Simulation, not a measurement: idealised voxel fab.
process module | voxel capacitor over wiring
cross-section cut | 205 nm wide | cells 5 nm
A cross-section is a grid of square cells, given in bands from the top down. A band is one or more rows of cells.
Each band's line starts with the height of the band's top and of its bottom, in nm. Then come its materials from left to right, each with its width in nm. One material with "throughout" fills the band from edge to edge. "air" is empty space.
Height 0 is the level under which the wafer as received is all one material. The lowest band goes on downwards, as in "0 down".
A width such as "30 to 40" changes by the same amount from each row of cells to the next, from the band's top row to its bottom row.
"no change" after a step means that no cell of the cross-section changed.
closed voids: empty space of 8 cells or more with no open way to the top, each as width x height at its distance from the left edge, in nm
after a step's settings: what the simulator itself notes on the step
overlay nm, on a step with a mask: how far to the right of its planned place the mask lay; to the left if negative
plan
1 op RECEIVE | material Si
2 op CONFORMAL_DEP | material SiO2 | thk nm 15
3 op CONFORMAL_DEP | material SiCN | thk nm 5
4 op DIRECTIONAL_DEP | material lowk | thk nm 25
5 op PATTERN | tone open | mask id METAL_1 | material resist | width nm 30 | pitch nm 80 | thk nm 15 | overlay nm 0
6 op DIRECTIONAL_ETCH | etch materials lowk | depth nm 25
7 op DIRECTIONAL_ETCH | etch materials SiCN | depth nm 5
8 op STRIP | etch materials resist
9 op CONFORMAL_DEP | material TiN | thk nm 5
10 op FILL_DEP | material Cu | thk nm 10
11 op CMP | height nm 45
12 op CONFORMAL_DEP | material SiCN | thk nm 5
13 op DIRECTIONAL_DEP | material SiO2 | thk nm 15
14 op MASKED_ETCH | tone open | mask id PLUG_1 | width nm 15 | etch materials SiO2 | depth nm 15 | overlay nm 0
15 op MASKED_ETCH | tone open | mask id PLUG_1 | width nm 15 | etch materials SiCN | depth nm 5 | overlay nm 0
16 op EPI | material Ru | thk nm 10
17 op EPI | material Ru | thk nm 10
18 op DIRECTIONAL_DEP | material TiN | thk nm 5
19 op DIRECTIONAL_DEP | material SiN | thk nm 5
20 op DIRECTIONAL_DEP | material TiN | thk nm 10
21 op DIRECTIONAL_DEP | material aC | thk nm 10
22 op PATTERN | tone cover | mask id UPPER_PLATE | material resist | width nm 55 | thk nm 25 | overlay nm 0
23 op DIRECTIONAL_ETCH | etch materials aC | depth nm 10
24 op STRIP | etch materials resist
25 op DIRECTIONAL_ETCH | etch materials TiN | depth nm 10
26 op DIRECTIONAL_ETCH | etch materials SiN | depth nm 5
27 op STRIP | etch materials aC
28 op PATTERN | tone cover | mask id LOWER_PLATE | material resist | width nm 65 | thk nm 20 | overlay nm 0
29 op DIRECTIONAL_ETCH | etch materials TiN | depth nm 5
30 op STRIP | etch materials resist
31 op FILL_DEP | material SiO2 | thk nm 15
32 op CMP | height nm 95
33 op PATTERN | tone open | mask id PLUG_2 | material resist | width nm 15 | thk nm 15 | overlay nm 0
34 op DIRECTIONAL_ETCH | etch materials SiO2 | depth nm 10
35 op STRIP | etch materials resist
36 op CONFORMAL_DEP | material TiN | thk nm 5
37 op FILL_DEP | material Cu | thk nm 5
38 op CMP | height nm 95
39 op CONFORMAL_DEP | material SiN | thk nm 5
first wafer, as planned
as received, after step 1
  0 down: Si throughout
  closed voids: none
after step 2
  15 to 0: SiO2 throughout
  below 0: unchanged
after step 3
  20 to 15: SiCN throughout
  below 15: unchanged
after step 4
  45 to 20: lowk throughout
  below 20: unchanged
after step 5
  60 to 45: resist 45 | air 30 | resist 50 | air 30 | resist 50
  below 45: unchanged
after step 6
  60 to 45: resist 45 | air 30 | resist 50 | air 30 | resist 50
  45 to 20: lowk 45 | air 30 | lowk 50 | air 30 | lowk 50
  below 20: unchanged
after step 7
  60 to 45: resist 45 | air 30 | resist 50 | air 30 | resist 50
  45 to 20: lowk 45 | air 30 | lowk 50 | air 30 | lowk 50
  20 to 15: SiCN 45 | air 30 | SiCN 50 | air 30 | SiCN 50
  below 15: unchanged
after step 8
  45 to 20: lowk 45 | air 30 | lowk 50 | air 30 | lowk 50
  below 20: unchanged
after step 9
  50 to 45: TiN 50 | air 20 | TiN 60 | air 20 | TiN 55
  45 to 20: lowk 45 | TiN 5 | air 20 | TiN 5 | lowk 50 | TiN 5 | air 20 | TiN 5 | lowk 50
  20 to 15: SiCN 45 | TiN 30 | SiCN 50 | TiN 30 | SiCN 50
  below 15: unchanged
after step 10
  60 to 50: Cu throughout
  50 to 45: TiN 50 | Cu 20 | TiN 60 | Cu 20 | TiN 55
  45 to 20: lowk 45 | TiN 5 | Cu 20 | TiN 5 | lowk 50 | TiN 5 | Cu 20 | TiN 5 | lowk 50
  below 20: unchanged
after step 11
  45 to 20: lowk 45 | TiN 5 | Cu 20 | TiN 5 | lowk 50 | TiN 5 | Cu 20 | TiN 5 | lowk 50
  below 20: unchanged
after step 12
  50 to 45: SiCN throughout
  below 45: unchanged
after step 13
  65 to 50: SiO2 throughout
  below 50: unchanged
after step 14
  65 to 50: SiO2 60 | air 15 | SiO2 130
  below 50: unchanged
after step 15
  65 to 50: SiO2 60 | air 15 | SiO2 130
  50 to 45: SiCN 60 | air 15 | SiCN 130
  below 45: unchanged
after step 16
  65 to 55: SiO2 60 | air 15 | SiO2 130
  55 to 50: SiO2 60 | Ru 15 | SiO2 130
  50 to 45: SiCN 60 | Ru 15 | SiCN 130
  below 45: unchanged
after step 17
  65 to 50: SiO2 60 | Ru 15 | SiO2 130
  below 50: unchanged
after step 18
  70 to 65: TiN throughout
  below 65: unchanged
after step 19
  75 to 70: SiN throughout
  below 70: unchanged
after step 20
  85 to 75: TiN throughout
  below 75: unchanged
after step 21
  95 to 85: aC throughout
  below 85: unchanged
after step 22
  120 to 95: air 60 | resist 55 | air 90
  below 95: unchanged
after step 23
  110 to 95: air 60 | resist 55 | air 90
  95 to 85: air 60 | aC 55 | air 90
  below 85: unchanged
after step 24
  95 to 85: air 60 | aC 55 | air 90
  below 85: unchanged
after step 25
  95 to 85: air 60 | aC 55 | air 90
  85 to 75: air 60 | TiN 55 | air 90
  below 75: unchanged
after step 26
  95 to 85: air 60 | aC 55 | air 90
  85 to 75: air 60 | TiN 55 | air 90
  75 to 70: air 60 | SiN 55 | air 90
  below 70: unchanged
after step 27
  85 to 75: air 60 | TiN 55 | air 90
  below 75: unchanged
after step 28
  105 to 85: air 55 | resist 65 | air 85
  85 to 75: air 55 | resist 5 | TiN 55 | resist 5 | air 85
  75 to 70: air 55 | resist 5 | SiN 55 | resist 5 | air 85
  below 70: unchanged
after step 29
  105 to 85: air 55 | resist 65 | air 85
  85 to 75: air 55 | resist 5 | TiN 55 | resist 5 | air 85
  75 to 70: air 55 | resist 5 | SiN 55 | resist 5 | air 85
  70 to 65: air 55 | TiN 65 | air 85
  below 65: unchanged
after step 30
  85 to 75: air 60 | TiN 55 | air 90
  75 to 70: air 60 | SiN 55 | air 90
  below 70: unchanged
after step 31
  100 to 85: SiO2 throughout
  85 to 75: SiO2 60 | TiN 55 | SiO2 90
  75 to 70: SiO2 60 | SiN 55 | SiO2 90
  70 to 65: SiO2 55 | TiN 65 | SiO2 85
  below 65: unchanged
after step 32
  95 to 85: SiO2 throughout
  below 85: unchanged
after step 33
  110 to 95: resist 70 | air 15 | resist 120
  below 95: unchanged
after step 34
  110 to 95: resist 70 | air 15 | resist 120
  95 to 85: SiO2 70 | air 15 | SiO2 120
  below 85: unchanged
after step 35
  95 to 85: SiO2 70 | air 15 | SiO2 120
  below 85: unchanged
after step 36
  100 to 95: TiN 75 | air 5 | TiN 125
  95 to 90: SiO2 70 | TiN 5 | air 5 | TiN 5 | SiO2 120
  90 to 85: SiO2 70 | TiN 15 | SiO2 120
  below 85: unchanged
after step 37
  105 to 100: Cu throughout
  100 to 95: TiN 75 | Cu 5 | TiN 125
  95 to 90: SiO2 70 | TiN 5 | Cu 5 | TiN 5 | SiO2 120
  below 90: unchanged
after step 38
  95 to 90: SiO2 70 | TiN 5 | Cu 5 | TiN 5 | SiO2 120
  below 90: unchanged
after step 39
  100 to 95: SiN throughout
  below 95: unchanged
second wafer: like start, like plan, one mistake. Through step 13 it matches the first wafer
when step 14 should have ended
  65 to 50: air 60 | SiO2 15 | air 130
  below 50: unchanged
when step 15 should have ended: no change
when step 16 should have ended: no change
when step 17 should have ended: no change
when step 18 should have ended
  70 to 65: air 60 | TiN 15 | air 130
  65 to 55: air 60 | SiO2 15 | air 130
  55 to 50: TiN 60 | SiO2 15 | TiN 130
  below 50: unchanged
when step 19 should have ended
  75 to 70: air 60 | SiN 15 | air 130
  70 to 65: air 60 | TiN 15 | air 130
  65 to 60: air 60 | SiO2 15 | air 130
  60 to 55: SiN 60 | SiO2 15 | SiN 130
  below 55: unchanged
when step 20 should have ended
  85 to 75: air 60 | TiN 15 | air 130
  75 to 70: air 60 | SiN 15 | air 130
  70 to 65: TiN throughout
  65 to 60: TiN 60 | SiO2 15 | TiN 130
  below 60: unchanged
when step 21 should have ended
  95 to 85: air 60 | aC 15 | air 130
  85 to 80: air 60 | TiN 15 | air 130
  80 to 75: aC 60 | TiN 15 | aC 130
  75 to 70: aC 60 | SiN 15 | aC 130
  below 70: unchanged
when step 22 should have ended
  120 to 95: air 60 | resist 55 | air 90
  95 to 85: air 60 | aC 15 | resist 40 | air 90
  85 to 80: air 60 | TiN 15 | resist 40 | air 90
  below 80: unchanged
when step 23 should have ended
  110 to 95: air 60 | resist 55 | air 90
  95 to 85: air 60 | aC 15 | resist 40 | air 90
  85 to 80: air 60 | TiN 15 | resist 40 | air 90
  80 to 75: air 60 | TiN 15 | aC 40 | air 90
  75 to 70: air 60 | SiN 15 | aC 40 | air 90
  below 70: unchanged
when step 24 should have ended
  95 to 85: air 60 | aC 15 | air 130
  85 to 80: air 60 | TiN 15 | air 130
  below 80: unchanged
when step 25 should have ended
  95 to 85: air 60 | aC 15 | air 130
  85 to 80: air 60 | TiN 15 | air 130
  80 to 75: air 60 | TiN 15 | aC 40 | air 90
  75 to 70: air 60 | SiN 15 | aC 40 | air 90
  70 to 65: air 60 | TiN 55 | air 90
  65 to 60: air 60 | SiO2 15 | TiN 40 | air 90
  below 60: unchanged
when step 26 should have ended
  95 to 85: air 60 | aC 15 | air 130
  85 to 80: air 60 | TiN 15 | air 130
  80 to 75: air 60 | TiN 15 | aC 40 | air 90
  75 to 70: air 60 | SiN 15 | aC 40 | air 90
  70 to 65: air 60 | TiN 55 | air 90
  65 to 60: air 60 | SiO2 15 | TiN 40 | air 90
  60 to 55: air 60 | SiO2 15 | SiN 40 | air 90
  below 55: unchanged
when step 27 should have ended
  85 to 75: air 60 | TiN 15 | air 130
  75 to 70: air 60 | SiN 15 | air 130
  below 70: unchanged
when step 28 should have ended
  105 to 85: air 55 | resist 65 | air 85
  85 to 75: air 55 | resist 5 | TiN 15 | resist 45 | air 85
  75 to 70: air 55 | resist 5 | SiN 15 | resist 45 | air 85
  70 to 65: air 55 | resist 5 | TiN 55 | resist 5 | air 85
  65 to 60: air 55 | resist 5 | SiO2 15 | TiN 40 | resist 5 | air 85
  60 to 55: air 55 | resist 5 | SiO2 15 | SiN 40 | resist 5 | air 85
  below 55: unchanged
when step 29 should have ended
  105 to 85: air 55 | resist 65 | air 85
  85 to 75: air 55 | resist 5 | TiN 15 | resist 45 | air 85
  75 to 70: air 55 | resist 5 | SiN 15 | resist 45 | air 85
  70 to 65: air 55 | resist 5 | TiN 55 | resist 5 | air 85
  65 to 60: air 55 | resist 5 | SiO2 15 | TiN 40 | resist 5 | air 85
  60 to 55: air 55 | resist 5 | SiO2 15 | SiN 40 | resist 5 | air 85
  55 to 50: air 55 | TiN 5 | SiO2 15 | TiN 45 | air 85
  below 50: unchanged
when step 30 should have ended
  85 to 75: air 60 | TiN 15 | air 130
  75 to 70: air 60 | SiN 15 | air 130
  70 to 65: air 60 | TiN 55 | air 90
  65 to 60: air 60 | SiO2 15 | TiN 40 | air 90
  60 to 55: air 60 | SiO2 15 | SiN 40 | air 90
  below 55: unchanged
when step 31 should have ended
  100 to 85: SiO2 throughout
  85 to 75: SiO2 60 | TiN 15 | SiO2 130
  75 to 70: SiO2 60 | SiN 15 | SiO2 130
  70 to 60: SiO2 60 to 75 | TiN 55 to 40 | SiO2 90
  60 to 55: SiO2 75 | SiN 40 | SiO2 90
  55 to 50: SiO2 55 | TiN 5 | SiO2 15 | TiN 45 | SiO2 85
  below 50: unchanged
when step 32 should have ended
  95 to 85: SiO2 throughout
  below 85: unchanged
when step 33 should have ended
  110 to 95: resist 70 | air 15 | resist 120
  below 95: unchanged
when step 34 should have ended
  110 to 95: resist 70 | air 15 | resist 120
  95 to 85: SiO2 70 | air 15 | SiO2 120
  below 85: unchanged
when step 35 should have ended
  95 to 85: SiO2 70 | air 15 | SiO2 120
  below 85: unchanged
when step 36 should have ended
  100 to 95: TiN 75 | air 5 | TiN 125
  95 to 90: SiO2 70 | TiN 5 | air 5 | TiN 5 | SiO2 120
  90 to 85: SiO2 70 | TiN 15 | SiO2 120
  below 85: unchanged
when step 37 should have ended
  105 to 100: Cu throughout
  100 to 95: TiN 75 | Cu 5 | TiN 125
  95 to 90: SiO2 70 | TiN 5 | Cu 5 | TiN 5 | SiO2 120
  below 90: unchanged
when step 38 should have ended
  95 to 90: SiO2 70 | TiN 5 | Cu 5 | TiN 5 | SiO2 120
  below 90: unchanged
when step 39 should have ended
  100 to 95: SiN throughout
  below 95: unchanged
what went wrong: step 14 ran as: op MASKED_ETCH | tone cover | mask id PLUG_1 | width nm 15 | etch materials SiO2 | depth nm 15 | overlay nm 0
at the end the second wafer has, in cells: 12 fewer of Ru | 3 more of SiCN | 9 more of SiO2
